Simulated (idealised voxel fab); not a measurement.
Presented below is a process module, voxel released beams.
cross-section cut | 195 nm wide | cells 5 nm
A cross-section in this document is a grid of square cells, and it is written down as bands, the top band listed before the ones below it; a band is made up of one or more rows of cells.
Each band's line starts with the height of the band's top and of its bottom, in nm. Then come its materials from left to right, each with its width in nm. One material with "everywhere" fills the band from edge to edge. "blank" is empty space.
All heights in this document are referenced to 0, defined as the level beneath which the wafer, as received, consists entirely of one material. The lowest band is not bounded below; it extends indefinitely downward and is written in the form "0 down".
The two numbers in a width such as "30 to 40" mark its ends across the band: the first belongs to the top row of cells, the second to the bottom row, and from each row to the next the width moves by the same amount.
What does "all unchanged" mean for a step? It means no cell of the cross-section changed in that step.
Each empty space that has no open way to the top and spans at least 8 cells appears under "Fully enclosed voids" as width x height at distance, the distance counted from the left edge, all in nm.
If you see something after the settings on a step's line, that's the simulator's own remark about that step.
Steps that use a mask can have "overlay nm" on their line. It says how far the mask sat to the right of where it was meant to be. Negative means to the left.

# Process steps - plan
1 RECEIVE [material Si]
2 CONFORMAL_DEP [material Al2O3] [thk nm 10]
3 DIRECTIONAL_DEP [material SiO2] [thk nm 15]
4 DIRECTIONAL_DEP [material aC] [thk nm 10]
5 PATTERN [tone open] [mask id ANCHOR] [material resist] [width nm 30] [thk nm 30] [overlay nm 0]
6 DIRECTIONAL_ETCH [etch materials aC] [depth nm 10]
7 STRIP [etch materials resist]
8 DIRECTIONAL_ETCH [etch materials SiO2] [depth nm 15]
9 STRIP [etch materials aC]
10 CONFORMAL_DEP [material SiN] [thk nm 15]
11 MASKED_ETCH [tone cover] [mask id BEAM] [width nm 85] [etch materials SiN] [depth nm 15] [overlay nm 0]
12 STRIP [etch materials SiO2]
The wafers in this document start out alike and differ in the width nm applied at step 5; the plan shows the value used for the first wafer.

# Received condition of the first of several wafers, sectioned: post-step 1
* 0 down = Si everywhere
* Fully enclosed voids: none

# Last step of the module is step 12; after it, the first of several wafers in cross-section
* 40 to 25 = 50 blank, 85 SiN, 60 blank
* 25 to 10 = 60 blank, 30 SiN, 105 blank
* 10 to 0 = Al2O3 everywhere
* 0 down = Si everywhere
* Fully enclosed voids: none

# Here we cross-sectioned the last of the wafers once the module was done
* 40 to 25 = 50 blank, 15 SiN, 25 blank, 45 SiN, 60 blank
* 25 to 10 = 50 blank, 55 SiN, 90 blank
* 10 to 0 = Al2O3 everywhere
* 0 down = Si everywhere
* Fully enclosed voids: none

# Here is how to read the rows: every wafer has a row, and it shows the wafer at the end of the module, giving for each material how many cells were gained (+) or lost (-) since the wafer was received, then listing its closed voids
width nm 30; +78 Al2O3; +69 SiN; Fully enclosed voids: none
width nm 35; +78 Al2O3; +69 SiN; Fully enclosed voids: none
width nm 40; +78 Al2O3; +69 SiN; Fully enclosed voids: none
width nm 45; +78 Al2O3; +69 SiN; Fully enclosed voids: none
width nm 50; +78 Al2O3; +69 SiN; Fully enclosed voids: none
width nm 55; +78 Al2O3; +69 SiN; Fully enclosed voids: none
